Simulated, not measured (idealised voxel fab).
process module | voxel released beams
cross-section cut | 280 nm wide | cells 5 nm
A cross-section is a grid of square cells, given in bands from the top down. A band is one or more rows of cells.
Each band's line starts with the height of the band's top and of its bottom, in nm. Then come its materials from left to right, each with its width in nm. One material with "throughout" fills the band from edge to edge. "air" is empty space.
Height 0 is the level under which the wafer as received is all one material. The lowest band goes on downwards, as in "0 down".
A width such as "30 to 40" changes by the same amount from each row of cells to the next, from the band's top row to its bottom row.
"no change" after a step means that no cell of the cross-section changed.
closed voids: empty space of 8 cells or more with no open way to the top, each as width x height at its distance from the left edge, in nm
after a step's settings: what the simulator itself notes on the step
overlay nm, on a step with a mask: how far to the right of its planned place the mask lay; to the left if negative
plan
1 op RECEIVE | material Si
2 op CONFORMAL_DEP | material SiN | thk nm 10
3 op DIRECTIONAL_DEP | material SiO2 | thk nm 15
4 op MASKED_ETCH | tone open | mask id ANCHOR | width nm 30 | etch materials SiO2 | depth nm 15 | overlay nm 0
5 op CONFORMAL_DEP | material W | thk nm 10
6 op DIRECTIONAL_DEP | material aC | thk nm 10
7 op PATTERN | tone cover | mask id BEAM | material resist | width nm 85 | thk nm 30 | overlay nm 0
8 op DIRECTIONAL_ETCH | etch materials aC | depth nm 10
9 op STRIP | etch materials resist
10 op DIRECTIONAL_ETCH | etch materials W | depth nm 10
11 op STRIP | etch materials aC
12 op STRIP | etch materials SiO2
as received, after step 1
  0 down: Si throughout
  closed voids: none
a wafer at the end: this start, this plan, one mistake
  30 to 20: air 95 | W 15 | air 10 | W 60 | air 100
  20 to 10: air 100 | W 30 | air 150
  10 to 0: SiN throughout
  0 down: Si throughout
  closed voids: none
what went wrong: step 3 ran as: op DIRECTIONAL_DEP | material SiO2 | thk nm 10
